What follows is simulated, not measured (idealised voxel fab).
The process module that follows is named voxel double patterning.
Pictured: cross-section cut, 235 nm wide, on a grid of 5 nm square cells.
Cross-section layout: square cells on a grid; listed as bands, top to bottom; a band spans one or more cell rows.
Top, bottom (nm), then materials left to right with widths (nm); lone material tagged "full width" fills the whole band edge to edge; "air" = empty space.
Ref level 0: as-received wafer is one material below here. Bottom band extends down with no lower bound ("z 0 and below").
The width entry "30..40" should be interpreted row by row: the top row of cells in the band takes the first number, the bottom row takes the second number, and the change between adjacent rows is uniform throughout.
Key: "nothing was modified" - step with no changed cell in the cross-section.
Basically, "Closed cavities" tells you about the enclosed voids: empty spaces with no open way to the top, 8 cells or bigger, each written width x height at distance, where distance is from the left edge, all in nm.
If you see something after the settings on a step's line, that's the simulator's own remark about that step.
overlay nm: mask offset rightward from planned place, masked step; negative means leftward offset.
## Intended process steps
1,RECEIVE,material Si
2,CONFORMAL_DEP,material SiO2,thk nm 10
3,DIRECTIONAL_DEP,material W,thk nm 15
4,DIRECTIONAL_DEP,material SiN,thk nm 10
5,DIRECTIONAL_DEP,material aC,thk nm 15
6,PATTERN,tone open,mask id FIRST,material resist,width nm 15,pitch nm 50,thk nm 35,overlay nm 0
7,DIRECTIONAL_ETCH,etch materials aC,depth nm 15
8,STRIP,etch materials resist
9,DIRECTIONAL_ETCH,etch materials SiN,depth nm 10
10,STRIP,etch materials aC
11,PATTERN,tone open,mask id SECOND,material resist,width nm 15,pitch nm 50,thk nm 15,overlay nm -15
12,DIRECTIONAL_ETCH,etch materials SiN,depth nm 10
13,STRIP,etch materials resist
14,DIRECTIONAL_ETCH,etch materials W,depth nm 15
15,STRIP,etch materials SiN
Variable across wafers: step 11 overlay nm (plan value is that of the first wafer; starting state common to all).
## As-received state after step 1, first of several wafers, cross-section
  z 0 and below: Si full width
  Closed cavities: none
## Take any row and you have a wafer at the end of the module: how many cells of each material it has gained (+) or lost (-) since it was received, and then its closed voids
overlay nm -15, +94 SiO2, +102 W, Closed cavities: none
overlay nm -10, +94 SiO2, +96 W, Closed cavities: none
overlay nm -5, +94 SiO2, +96 W, Closed cavities: none
overlay nm 0, +94 SiO2, +96 W, Closed cavities: none
overlay nm 5, +94 SiO2, +96 W, Closed cavities: none
overlay nm 10, +94 SiO2, +96 W, Closed cavities: none
overlay nm 15, +94 SiO2, +102 W, Closed cavities: none
